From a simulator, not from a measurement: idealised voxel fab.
process module | voxel self aligned contacts
cross-section cut | 245 nm wide | cells 5 nm
A cross-section is a grid of square cells, given in bands from the top down. A band is one or more rows of cells.
Each band's line starts with the height of the band's top and of its bottom, in nm. Then come its materials from left to right, each with its width in nm. One material with "throughout" fills the band from edge to edge. "air" is empty space.
Height 0 is the level under which the wafer as received is all one material. The lowest band goes on downwards, as in "0 down".
A width such as "30 to 40" changes by the same amount from each row of cells to the next, from the band's top row to its bottom row.
"no change" after a step means that no cell of the cross-section changed.
closed voids: empty space of 8 cells or more with no open way to the top, each as width x height at its distance from the left edge, in nm
after a step's settings: what the simulator itself notes on the step
overlay nm, on a step with a mask: how far to the right of its planned place the mask lay; to the left if negative
plan
1 op RECEIVE | material Si
2 op CONFORMAL_DEP | material SiO2 | thk nm 5
3 op DIRECTIONAL_DEP | material polySi | thk nm 20
4 op DIRECTIONAL_DEP | material SiN | thk nm 20
5 op DIRECTIONAL_DEP | material aC | thk nm 10
6 op PATTERN | tone cover | mask id GATE | material resist | width nm 25 | pitch nm 55 | thk nm 25 | overlay nm 0
7 op DIRECTIONAL_ETCH | etch materials aC | depth nm 10
8 op STRIP | etch materials resist
9 op DIRECTIONAL_ETCH | etch materials SiN | depth nm 20
10 op DIRECTIONAL_ETCH | etch materials polySi | depth nm 20
11 op STRIP | etch materials aC
12 op CONFORMAL_DEP | material SiN | thk nm 5
13 op DIRECTIONAL_ETCH | etch materials SiN | depth nm 5
14 op FILL_DEP | material SiO2 | thk nm 15
15 op CMP | height nm 55
16 op MASKED_ETCH | tone open | mask id CONTACT | width nm 40 | pitch nm 55 | etch materials SiO2 | depth nm 55 | overlay nm 0
17 op CONFORMAL_DEP | material TiN | thk nm 5
18 op FILL_DEP | material Ru | thk nm 5
19 op CMP | height nm 55
20 op CONFORMAL_DEP | material SiCN | thk nm 5
first wafer, as planned
as received, after step 1
  0 down: Si throughout
  closed voids: none
after step 2
  5 to 0: SiO2 throughout
  below 0: unchanged
after step 3
  25 to 5: polySi throughout
  below 5: unchanged
after step 4
  45 to 25: SiN throughout
  below 25: unchanged
after step 5
  55 to 45: aC throughout
  below 45: unchanged
after step 6
  80 to 55: air 55 | resist 25 | air 30 | resist 25 | air 30 | resist 25 | air 55
  below 55: unchanged
after step 7
  70 to 55: air 55 | resist 25 | air 30 | resist 25 | air 30 | resist 25 | air 55
  55 to 45: air 55 | aC 25 | air 30 | aC 25 | air 30 | aC 25 | air 55
  below 45: unchanged
after step 8
  55 to 45: air 55 | aC 25 | air 30 | aC 25 | air 30 | aC 25 | air 55
  below 45: unchanged
after step 9
  55 to 45: air 55 | aC 25 | air 30 | aC 25 | air 30 | aC 25 | air 55
  45 to 25: air 55 | SiN 25 | air 30 | SiN 25 | air 30 | SiN 25 | air 55
  below 25: unchanged
after step 10
  55 to 45: air 55 | aC 25 | air 30 | aC 25 | air 30 | aC 25 | air 55
  45 to 25: air 55 | SiN 25 | air 30 | SiN 25 | air 30 | SiN 25 | air 55
  25 to 5: air 55 | polySi 25 | air 30 | polySi 25 | air 30 | polySi 25 | air 55
  below 5: unchanged
after step 11
  45 to 25: air 55 | SiN 25 | air 30 | SiN 25 | air 30 | SiN 25 | air 55
  below 25: unchanged
after step 12
  50 to 25: air 50 | SiN 35 | air 20 | SiN 35 | air 20 | SiN 35 | air 50
  25 to 10: air 50 | SiN 5 | polySi 25 | SiN 5 | air 20 | SiN 5 | polySi 25 | SiN 5 | air 20 | SiN 5 | polySi 25 | SiN 5 | air 50
  10 to 5: SiN 55 | polySi 25 | SiN 30 | polySi 25 | SiN 30 | polySi 25 | SiN 55
  below 5: unchanged
after step 13
  45 to 25: air 50 | SiN 35 | air 20 | SiN 35 | air 20 | SiN 35 | air 50
  25 to 5: air 50 | SiN 5 | polySi 25 | SiN 5 | air 20 | SiN 5 | polySi 25 | SiN 5 | air 20 | SiN 5 | polySi 25 | SiN 5 | air 50
  below 5: unchanged
after step 14
  60 to 45: SiO2 throughout
  45 to 25: SiO2 50 | SiN 35 | SiO2 20 | SiN 35 | SiO2 20 | SiN 35 | SiO2 50
  25 to 5: SiO2 50 | SiN 5 | polySi 25 | SiN 5 | SiO2 20 | SiN 5 | polySi 25 | SiN 5 | SiO2 20 | SiN 5 | polySi 25 | SiN 5 | SiO2 50
  below 5: unchanged
after step 15
  55 to 45: SiO2 throughout
  below 45: unchanged
after step 16
  55 to 45: SiO2 75 | air 40 | SiO2 15 | air 40 | SiO2 75
  45 to 25: SiO2 50 | SiN 35 | air 20 | SiN 35 | air 20 | SiN 35 | SiO2 50
  25 to 5: SiO2 50 | SiN 5 | polySi 25 | SiN 5 | air 20 | SiN 5 | polySi 25 | SiN 5 | air 20 | SiN 5 | polySi 25 | SiN 5 | SiO2 50
  5 to 0: SiO2 85 | air 20 | SiO2 35 | air 20 | SiO2 85
  below 0: unchanged
after step 17
  60 to 55: TiN 80 | air 30 | TiN 25 | air 30 | TiN 80
  55 to 45: SiO2 75 | TiN 5 to 15 | air 30 to 10 | TiN 5 to 15 | SiO2 15 | TiN 5 to 15 | air 30 to 10 | TiN 5 to 15 | SiO2 75
  45 to 25: SiO2 50 | SiN 35 | TiN 5 | air 10 | TiN 5 | SiN 35 | TiN 5 | air 10 | TiN 5 | SiN 35 | SiO2 50
  25 to 5: SiO2 50 | SiN 5 | polySi 25 | SiN 5 | TiN 5 | air 10 | TiN 5 | SiN 5 | polySi 25 | SiN 5 | TiN 5 | air 10 | TiN 5 | SiN 5 | polySi 25 | SiN 5 | SiO2 50
  5 to 0: SiO2 85 | TiN 20 | SiO2 35 | TiN 20 | SiO2 85
  below 0: unchanged
after step 18
  65 to 60: Ru throughout
  60 to 55: TiN 80 | Ru 30 | TiN 25 | Ru 30 | TiN 80
  55 to 45: SiO2 75 | TiN 5 to 15 | Ru 30 to 10 | TiN 5 to 15 | SiO2 15 | TiN 5 to 15 | Ru 30 to 10 | TiN 5 to 15 | SiO2 75
  45 to 25: SiO2 50 | SiN 35 | TiN 5 | Ru 10 | TiN 5 | SiN 35 | TiN 5 | Ru 10 | TiN 5 | SiN 35 | SiO2 50
  25 to 5: SiO2 50 | SiN 5 | polySi 25 | SiN 5 | TiN 5 | Ru 10 | TiN 5 | SiN 5 | polySi 25 | SiN 5 | TiN 5 | Ru 10 | TiN 5 | SiN 5 | polySi 25 | SiN 5 | SiO2 50
  below 5: unchanged
after step 19
  55 to 45: SiO2 75 | TiN 5 to 15 | Ru 30 to 10 | TiN 5 to 15 | SiO2 15 | TiN 5 to 15 | Ru 30 to 10 | TiN 5 to 15 | SiO2 75
  below 45: unchanged
after step 20
  60 to 55: SiCN throughout
  below 55: unchanged
second wafer: like start, like plan, one mistake. Through step 13 it matches the first wafer
when step 14 should have ended
  60 to 45: SiCN throughout
  45 to 25: SiCN 50 | SiN 35 | SiCN 20 | SiN 35 | SiCN 20 | SiN 35 | SiCN 50
  25 to 5: SiCN 50 | SiN 5 | polySi 25 | SiN 5 | SiCN 20 | SiN 5 | polySi 25 | SiN 5 | SiCN 20 | SiN 5 | polySi 25 | SiN 5 | SiCN 50
  below 5: unchanged
when step 15 should have ended
  55 to 45: SiCN throughout
  below 45: unchanged
when step 16 should have ended: no change
when step 17 should have ended
  60 to 55: TiN throughout
  below 55: unchanged
when step 18 should have ended
  65 to 60: Ru throughout
  below 60: unchanged
when step 19 should have ended
  55 to 45: SiCN throughout
  below 45: unchanged
when step 20 should have ended
  60 to 45: SiCN throughout
  below 45: unchanged
what went wrong: step 14 ran as: op FILL_DEP | material SiCN | thk nm 15
at the end the second wafer has, in cells: 48 fewer of Ru | 322 more of SiCN | 218 fewer of SiO2 | 56 fewer of TiN
